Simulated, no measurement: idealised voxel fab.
Process module heading - voxel capacitor over wiring
This is section cut - it's 280 nm across, gridded in 5 nm square cells.
How to read a cross-section here: the picture is a grid of square cells, written as bands going from the top down, and any band can span one or more rows of cells. Heads up on the band format: heights come first, top then bottom, in nm. After that it's the materials left to right, each with its width in nm. A single material flagged "all across" fills the whole band edge to edge, and "empty" means there's empty space there. Ref level 0: as-received wafer is one material below here. Bottom band extends down with no lower bound ("z 0 and below"). Note: "30 to 40" means the width goes from the first number (top row of the band) to the second number (bottom row) in equal steps per row of cells. "remained the same" means the step left every cell of the cross-section as it was. For the entry "Closed internal cavities", the listed items are empty spaces with no open way to the top whose size is 8 cells or more; each item follows the pattern width x height at distance, where distance is from the left edge and all three are in nm. It should be noted that, on the line of a given step, the content following the step's settings is a remark produced by the simulator itself with respect to that step. overlay nm: right-of-plan distance of the mask on a masked step; negative values mean left-of-plan.
-- Steps in the process plan
1) RECEIVE (material Si)
2) CONFORMAL_DEP (material SiO2; thk nm 15)
3) DIRECTIONAL_DEP (material TiN; thk nm 5)
4) DIRECTIONAL_DEP (material W; thk nm 20)
5) DIRECTIONAL_DEP (material aC; thk nm 10)
6) PATTERN (tone cover; mask id METAL_1; material resist; width nm 30; pitch nm 100; thk nm 30; overlay nm 0)
7) DIRECTIONAL_ETCH (etch materials aC; depth nm 10)
8) STRIP (etch materials resist)
9) DIRECTIONAL_ETCH (etch materials W; depth nm 20)
10) DIRECTIONAL_ETCH (etch materials TiN; depth nm 5)
11) STRIP (etch materials aC)
12) FILL_DEP (material SiO2; thk nm 5)
13) CMP (height nm 40)
14) CONFORMAL_DEP (material SiCN; thk nm 5)
15) DIRECTIONAL_DEP (material SiO2; thk nm 20)
16) PATTERN (tone open; mask id PLUG_1; material resist; width nm 15; thk nm 15; overlay nm 0)
17) DIRECTIONAL_ETCH (etch materials SiO2; depth nm 20)
18) DIRECTIONAL_ETCH (etch materials SiCN; depth nm 5)
19) STRIP (etch materials resist)
20) CONFORMAL_DEP (material TiN; thk nm 5)
21) FILL_DEP (material Cu; thk nm 5)
22) CMP (height nm 65)
23) DIRECTIONAL_DEP (material TiN; thk nm 10)
24) DIRECTIONAL_DEP (material HfO2; thk nm 5)
25) DIRECTIONAL_DEP (material TiN; thk nm 5)
26) DIRECTIONAL_DEP (material aC; thk nm 15)
27) PATTERN (tone cover; mask id UPPER_PLATE; material resist; width nm 75; thk nm 30; overlay nm 0)
28) DIRECTIONAL_ETCH (etch materials aC; depth nm 15)
29) STRIP (etch materials resist)
30) DIRECTIONAL_ETCH (etch materials TiN; depth nm 5)
31) DIRECTIONAL_ETCH (etch materials HfO2; depth nm 5)
32) STRIP (etch materials aC)
33) MASKED_ETCH (tone cover; mask id LOWER_PLATE; width nm 85; etch materials TiN; depth nm 10; overlay nm 0)
34) FILL_DEP (material SiO2; thk nm 20)
35) CMP (height nm 100)
36) DIRECTIONAL_DEP (material aC; thk nm 15)
37) PATTERN (tone open; mask id PLUG_2; material resist; width nm 15; thk nm 35; overlay nm 0)
38) DIRECTIONAL_ETCH (etch materials aC; depth nm 15)
39) STRIP (etch materials resist)
40) DIRECTIONAL_ETCH (etch materials SiO2; depth nm 15)
41) STRIP (etch materials aC)
42) CONFORMAL_DEP (material TiN; thk nm 5)
43) FILL_DEP (material Ru; thk nm 10)
44) CMP (height nm 100)
45) CONFORMAL_DEP (material SiCN; thk nm 5)
-- Incoming wafer, cross-sectional view, post step 1
- z 0 and below = Si all across
- Closed internal cavities: none
-- First of two wafers, end-of-module section, run followed plan
- z 105 to 100 = SiCN all across
- z 100 to 90 = SiO2 100  TiN 5  Ru 5  TiN 5  SiO2 165
- z 90 to 80 = SiO2 100 to 90  TiN 15 to 75  SiO2 165 to 115
- z 80 to 75 = SiO2 90  HfO2 75  SiO2 115
- z 75 to 65 = SiO2 85  TiN 85  SiO2 110
- z 65 to 45 = SiO2 90  TiN 5  Cu 5  TiN 5  SiO2 175
- z 45 to 40 = SiCN 90  TiN 15  SiCN 175
- z 40 to 20 = SiO2 75  W 30  SiO2 70  W 30  SiO2 75
- z 20 to 15 = SiO2 75  TiN 30  SiO2 70  TiN 30  SiO2 75
- z 15 to 0 = SiO2 all across
- z 0 and below = Si all across
- Closed internal cavities: none
-- Second wafer of the two, sectioned at the end of the module. It began like the first and followed the same plan, but one mistake was made while running it
- z 105 to 100 = SiCN all across
- z 100 to 95 = Ru all across
- z 95 to 90 = TiN 105  Ru 5  TiN 170
- z 90 to 80 = SiO2 100 to 90  TiN 15 to 75  SiO2 165 to 115
- z 80 to 75 = SiO2 90  HfO2 75  SiO2 115
- z 75 to 65 = SiO2 85  TiN 85  SiO2 110
- z 65 to 45 = SiO2 90  TiN 5  Cu 5  TiN 5  SiO2 175
- z 45 to 40 = SiCN 90  TiN 15  SiCN 175
- z 40 to 20 = SiO2 75  W 30  SiO2 70  W 30  SiO2 75
- z 20 to 15 = SiO2 75  TiN 30  SiO2 70  TiN 30  SiO2 75
- z 15 to 0 = SiO2 all across
- z 0 and below = Si all across
- Closed internal cavities: none
Misprocessing identified: for step 35, the planned setting was not used; the step was instead run as CMP (height nm 90)
The final cell counts differ between the wafers, with the second having more or fewer of some materials than the first: +55 Ru, -106 SiO2, +51 TiN
